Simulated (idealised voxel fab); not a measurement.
Process module, titled voxel self aligned vias
cross-section cut | 210 nm wide | cells 5 nm
Cross-section = grid of square cells, listed top down in bands; band = one or more rows.
Heads up on the band format: heights come first, top then bottom, in nm. After that it's the materials left to right, each with its width in nm. A single material flagged "everywhere" fills the whole band edge to edge, and "blank" means there's empty space there.
Zero point of the height axis is 0; under it, received wafer = one material. Lowest band: continues down indefinitely, "from 0 down".
Think of "30..40" as a width that walks from the first number to the second as you go down the band, top row to bottom row, taking equal-sized steps from row to row.
It should be understood that the words "nothing different", when stated for a given step, signify that the cross-section underwent no change in any of its cells during that step.
The list in "Sealed void list" covers empty spaces of 8 cells or more that cannot reach the top through any open way, and it gives each as width x height at distance; the distance is from the left edge, and width, height and distance are in nm.
That trailing text on a step's line, after the settings, is the simulator's own remark on the step.
For masked steps, "overlay nm" on the step line gives how far right of plan the mask actually lay; a minus sign means it lay to the left.
Process steps (planned):
step 1: op RECEIVE | material Si
step 2: op CONFORMAL_DEP | material SiO2 | thk nm 15
step 3: op CONFORMAL_DEP | material SiCN | thk nm 5
step 4: op DIRECTIONAL_DEP | material lowk | thk nm 20
step 5: op DIRECTIONAL_DEP | material aC | thk nm 10
step 6: op PATTERN | tone open | mask id LINES | material resist | width nm 25 | pitch nm 65 | thk nm 25 | overlay nm 0
step 7: op DIRECTIONAL_ETCH | etch materials aC | depth nm 10
step 8: op STRIP | etch materials resist
step 9: op DIRECTIONAL_ETCH | etch materials lowk | depth nm 20
step 10: op STRIP | etch materials aC
step 11: op CONFORMAL_DEP | material TiN | thk nm 5
step 12: op FILL_DEP | material Ru | thk nm 10
step 13: op CMP | height nm 40
step 14: op SELECTIVE_ETCH | etch materials W Ru TiN | depth nm 10
step 15: op FILL_DEP | material SiN | thk nm 10
step 16: op CMP | height nm 40
step 17: op DIRECTIONAL_DEP | material lowk | thk nm 15
step 18: op PATTERN | tone open | mask id VIAS | material resist | width nm 45 | pitch nm 65 | thk nm 15 | overlay nm 0
step 19: op DIRECTIONAL_ETCH | etch materials lowk | depth nm 15
step 20: op DIRECTIONAL_ETCH | etch materials SiN | depth nm 10
step 21: op STRIP | etch materials resist
step 22: op CONFORMAL_DEP | material TiN | thk nm 5
step 23: op FILL_DEP | material W | thk nm 5
step 24: op CMP | height nm 55
step 25: op CONFORMAL_DEP | material SiN | thk nm 5
First of two wafers, processed according to plan:
Delivered wafer in cross-section: state after step 1:
from 0 down = Si everywhere
Sealed void list: none
Wafer xsec, post step 2:
from 15 to 0 = SiO2 everywhere
Under the height 0 nothing was changed.
Wafer xsec, post step 3:
from 20 to 15 = SiCN everywhere
Under the height 15 nothing was changed.
Wafer xsec, post step 4:
from 40 to 20 = lowk everywhere
Under the height 20 nothing was changed.
Wafer xsec, post step 5:
from 50 to 40 = aC everywhere
Under the height 40 nothing was changed.
Wafer xsec, post step 6:
from 75 to 50 = resist 25; blank 25; resist 40; blank 25; resist 40; blank 25; resist 30
Under the height 50 nothing was changed.
Wafer xsec, post step 7:
from 65 to 50 = resist 25; blank 25; resist 40; blank 25; resist 40; blank 25; resist 30
from 50 to 40 = aC 25; blank 25; aC 40; blank 25; aC 40; blank 25; aC 30
Under the height 40 nothing was changed.
Wafer xsec, post step 8:
from 50 to 40 = aC 25; blank 25; aC 40; blank 25; aC 40; blank 25; aC 30
Under the height 40 nothing was changed.
Wafer xsec, post step 9:
from 50 to 40 = aC 25; blank 25; aC 40; blank 25; aC 40; blank 25; aC 30
from 40 to 20 = lowk 25; blank 25; lowk 40; blank 25; lowk 40; blank 25; lowk 30
Under the height 20 nothing was changed.
Wafer xsec, post step 10:
from 40 to 20 = lowk 25; blank 25; lowk 40; blank 25; lowk 40; blank 25; lowk 30
Under the height 20 nothing was changed.
Wafer xsec, post step 11:
from 45 to 40 = TiN 30; blank 15; TiN 50; blank 15; TiN 50; blank 15; TiN 35
from 40 to 25 = lowk 25; TiN 5; blank 15; TiN 5; lowk 40; TiN 5; blank 15; TiN 5; lowk 40; TiN 5; blank 15; TiN 5; lowk 30
from 25 to 20 = lowk 25; TiN 25; lowk 40; TiN 25; lowk 40; TiN 25; lowk 30
Under the height 20 nothing was changed.
Wafer xsec, post step 12:
from 55 to 45 = Ru everywhere
from 45 to 40 = TiN 30; Ru 15; TiN 50; Ru 15; TiN 50; Ru 15; TiN 35
from 40 to 25 = lowk 25; TiN 5; Ru 15; TiN 5; lowk 40; TiN 5; Ru 15; TiN 5; lowk 40; TiN 5; Ru 15; TiN 5; lowk 30
Under the height 25 nothing was changed.
Wafer xsec, post step 13:
from 40 to 25 = lowk 25; TiN 5; Ru 15; TiN 5; lowk 40; TiN 5; Ru 15; TiN 5; lowk 40; TiN 5; Ru 15; TiN 5; lowk 30
Under the height 25 nothing was changed.
Wafer xsec, post step 14:
from 40 to 30 = lowk 25; blank 25; lowk 40; blank 25; lowk 40; blank 25; lowk 30
Under the height 30 nothing was changed.
Wafer xsec, post step 15:
from 50 to 40 = SiN everywhere
from 40 to 30 = lowk 25; SiN 25; lowk 40; SiN 25; lowk 40; SiN 25; lowk 30
Under the height 30 nothing was changed.
Wafer xsec, post step 16:
from 40 to 30 = lowk 25; SiN 25; lowk 40; SiN 25; lowk 40; SiN 25; lowk 30
Under the height 30 nothing was changed.
Wafer xsec, post step 17:
from 55 to 40 = lowk everywhere
Under the height 40 nothing was changed.
Wafer xsec, post step 18:
from 70 to 55 = resist 15; blank 45; resist 20; blank 45; resist 20; blank 45; resist 20
Under the height 55 nothing was changed.
Wafer xsec, post step 19:
from 70 to 55 = resist 15; blank 45; resist 20; blank 45; resist 20; blank 45; resist 20
from 55 to 40 = lowk 15; blank 45; lowk 20; blank 45; lowk 20; blank 45; lowk 20
Under the height 40 nothing was changed.
Wafer xsec, post step 20:
from 70 to 55 = resist 15; blank 45; resist 20; blank 45; resist 20; blank 45; resist 20
from 55 to 40 = lowk 15; blank 45; lowk 20; blank 45; lowk 20; blank 45; lowk 20
from 40 to 30 = lowk 25; blank 25; lowk 40; blank 25; lowk 40; blank 25; lowk 30
Under the height 30 nothing was changed.
Wafer xsec, post step 21:
from 55 to 40 = lowk 15; blank 45; lowk 20; blank 45; lowk 20; blank 45; lowk 20
Under the height 40 nothing was changed.
Wafer xsec, post step 22:
from 60 to 55 = TiN 20; blank 35; TiN 30; blank 35; TiN 30; blank 35; TiN 25
from 55 to 45 = lowk 15; TiN 5; blank 35; TiN 5; lowk 20; TiN 5; blank 35; TiN 5; lowk 20; TiN 5; blank 35; TiN 5; lowk 20
from 45 to 35 = lowk 15..25; TiN 15..5; blank 15; TiN 15..5; lowk 20..40; TiN 15..5; blank 15; TiN 15..5; lowk 20..40; TiN 15..5; blank 15; TiN 15..5; lowk 20..30
from 35 to 30 = lowk 25; TiN 25; lowk 40; TiN 25; lowk 40; TiN 25; lowk 30
Under the height 30 nothing was changed.
Wafer xsec, post step 23:
from 65 to 60 = W everywhere
from 60 to 55 = TiN 20; W 35; TiN 30; W 35; TiN 30; W 35; TiN 25
from 55 to 45 = lowk 15; TiN 5; W 35; TiN 5; lowk 20; TiN 5; W 35; TiN 5; lowk 20; TiN 5; W 35; TiN 5; lowk 20
from 45 to 35 = lowk 15..25; TiN 15..5; W 15; TiN 15..5; lowk 20..40; TiN 15..5; W 15; TiN 15..5; lowk 20..40; TiN 15..5; W 15; TiN 15..5; lowk 20..30
Under the height 35 nothing was changed.
Wafer xsec, post step 24:
from 55 to 45 = lowk 15; TiN 5; W 35; TiN 5; lowk 20; TiN 5; W 35; TiN 5; lowk 20; TiN 5; W 35; TiN 5; lowk 20
Under the height 45 nothing was changed.
Wafer xsec, post step 25:
from 60 to 55 = SiN everywhere
Under the height 55 nothing was changed.
The second wafer began exactly as the first did and followed the same plan, but one mistake was made while running it; through step 17 inclusive, the two wafers are identical:
Second wafer: cross-section at the scheduled end of step 18:
from 70 to 55 = blank 15; resist 45; blank 20; resist 45; blank 20; resist 45; blank 20
Under the height 55 nothing was changed.
Second wafer: cross-section at the scheduled end of step 19:
from 70 to 55 = blank 15; resist 45; blank 20; resist 45; blank 20; resist 45; blank 20
from 55 to 40 = blank 15; lowk 45; blank 20; lowk 45; blank 20; lowk 45; blank 20
Under the height 40 nothing was changed.
Second wafer: cross-section at the scheduled end of step 20: nothing different
Second wafer: cross-section at the scheduled end of step 21:
from 55 to 40 = blank 15; lowk 45; blank 20; lowk 45; blank 20; lowk 45; blank 20
Under the height 40 nothing was changed.
Second wafer: cross-section at the scheduled end of step 22:
from 60 to 55 = blank 10; TiN 55; blank 10; TiN 55; blank 10; TiN 55; blank 15
from 55 to 45 = blank 10; TiN 5; lowk 45; TiN 5; blank 10; TiN 5; lowk 45; TiN 5; blank 10; TiN 5; lowk 45; TiN 5; blank 15
from 45 to 40 = TiN 15; lowk 45; TiN 20; lowk 45; TiN 20; lowk 45; TiN 20
Under the height 40 nothing was changed.
Second wafer: cross-section at the scheduled end of step 23:
from 65 to 60 = W everywhere
from 60 to 55 = W 10; TiN 55; W 10; TiN 55; W 10; TiN 55; W 15
from 55 to 45 = W 10; TiN 5; lowk 45; TiN 5; W 10; TiN 5; lowk 45; TiN 5; W 10; TiN 5; lowk 45; TiN 5; W 15
Under the height 45 nothing was changed.
Second wafer: cross-section at the scheduled end of step 24:
from 55 to 45 = W 10; TiN 5; lowk 45; TiN 5; W 10; TiN 5; lowk 45; TiN 5; W 10; TiN 5; lowk 45; TiN 5; W 15
Under the height 45 nothing was changed.
Second wafer: cross-section at the scheduled end of step 25:
from 60 to 55 = SiN everywhere
Under the height 55 nothing was changed.
Heads up, the wafer didn't run the way we planned it: for step 18, the planned setting was not used; the step was instead run as op PATTERN | tone cover | mask id VIAS | material resist | width nm 45 | pitch nm 65 | thk nm 15 | overlay nm 0
Per the end-of-run cell counts, the second wafer holds more or fewer of some materials than the first: 30 more of SiN; 24 fewer of TiN; 42 fewer of W; 36 more of lowk
